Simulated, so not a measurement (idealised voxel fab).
process module | voxel capacitor over wiring
cross-section cut | 200 nm wide | cells 5 nm
A cross-section is a grid of square cells, given in bands from the top down. A band is one or more rows of cells.
Each band's line starts with the height of the band's top and of its bottom, in nm. Then come its materials from left to right, each with its width in nm. One material with "throughout" fills the band from edge to edge. "air" is empty space.
Height 0 is the level under which the wafer as received is all one material. The lowest band goes on downwards, as in "0 down".
A width such as "30 to 40" changes by the same amount from each row of cells to the next, from the band's top row to its bottom row.
"no change" after a step means that no cell of the cross-section changed.
closed voids: empty space of 8 cells or more with no open way to the top, each as width x height at its distance from the left edge, in nm
after a step's settings: what the simulator itself notes on the step
overlay nm, on a step with a mask: how far to the right of its planned place the mask lay; to the left if negative
plan
1 op RECEIVE | material Si
2 op CONFORMAL_DEP | material SiO2 | thk nm 10
3 op DIRECTIONAL_DEP | material TiN | thk nm 5
4 op DIRECTIONAL_DEP | material W | thk nm 25
5 op MASKED_ETCH | tone cover | mask id METAL_1 | width nm 25 | pitch nm 95 | etch materials W | depth nm 25 | overlay nm 0
6 op MASKED_ETCH | tone cover | mask id METAL_1 | width nm 25 | pitch nm 95 | etch materials TiN | depth nm 5 | overlay nm 0
7 op FILL_DEP | material SiO2 | thk nm 5
8 op CMP | height nm 40
9 op CONFORMAL_DEP | material SiCN | thk nm 5
10 op DIRECTIONAL_DEP | material SiO2 | thk nm 20
11 op MASKED_ETCH | tone open | mask id PLUG_1 | width nm 15 | etch materials SiO2 | depth nm 20 | overlay nm 0
12 op MASKED_ETCH | tone open | mask id PLUG_1 | width nm 15 | etch materials SiCN | depth nm 5 | overlay nm 0
13 op EPI | material Ru | thk nm 10
14 op EPI | material Ru | thk nm 10
15 op EPI | material Ru | thk nm 5
16 op DIRECTIONAL_DEP | material TiN | thk nm 5
17 op DIRECTIONAL_DEP | material HfO2 | thk nm 5
18 op DIRECTIONAL_DEP | material TiN | thk nm 10
19 op PATTERN | tone cover | mask id UPPER_PLATE | material resist | width nm 75 | thk nm 20 | overlay nm 0
20 op DIRECTIONAL_ETCH | etch materials TiN | depth nm 10
21 op DIRECTIONAL_ETCH | etch materials HfO2 | depth nm 5
22 op STRIP | etch materials resist
23 op DIRECTIONAL_DEP | material aC | thk nm 10
24 op PATTERN | tone cover | mask id LOWER_PLATE | material resist | width nm 85 | thk nm 30 | overlay nm 0
25 op DIRECTIONAL_ETCH | etch materials aC | depth nm 10
26 op STRIP | etch materials resist
27 op DIRECTIONAL_ETCH | etch materials TiN | depth nm 5
28 op STRIP | etch materials aC
29 op FILL_DEP | material SiO2 | thk nm 20
30 op CMP | height nm 100
31 op DIRECTIONAL_DEP | material aC | thk nm 10
32 op PATTERN | tone open | mask id PLUG_2 | material resist | width nm 15 | thk nm 30 | overlay nm 0
33 op DIRECTIONAL_ETCH | etch materials aC | depth nm 10
34 op STRIP | etch materials resist
35 op DIRECTIONAL_ETCH | etch materials SiO2 | depth nm 15
36 op STRIP | etch materials aC
37 op CONFORMAL_DEP | material TiN | thk nm 5
38 op FILL_DEP | material Ru | thk nm 5
39 op CMP | height nm 100
40 op CONFORMAL_DEP | material SiN | thk nm 5
as received, after step 1
  0 down: Si throughout
  closed voids: none
a wafer at the end: this start, this plan, one mistake
  105 to 100: SiN throughout
  100 to 90: SiO2 60 | TiN 5 | Ru 5 | TiN 5 | SiO2 125
  90 to 85: SiO2 60 | TiN 15 | SiO2 125
  85 to 75: SiO2 50 | TiN 75 | SiO2 75
  75 to 70: SiO2 50 | HfO2 75 | SiO2 75
  70 to 65: SiCN throughout
  65 to 45: SiO2 50 | Ru 15 | SiO2 135
  45 to 40: SiCN 50 | Ru 15 | SiCN 135
  40 to 15: SiO2 40 | W 25 | SiO2 70 | W 25 | SiO2 40
  15 to 10: SiO2 40 | TiN 25 | SiO2 70 | TiN 25 | SiO2 40
  10 to 0: SiO2 throughout
  0 down: Si throughout
  closed voids: none
what went wrong: step 16 ran as: op DIRECTIONAL_DEP | material SiCN | thk nm 5
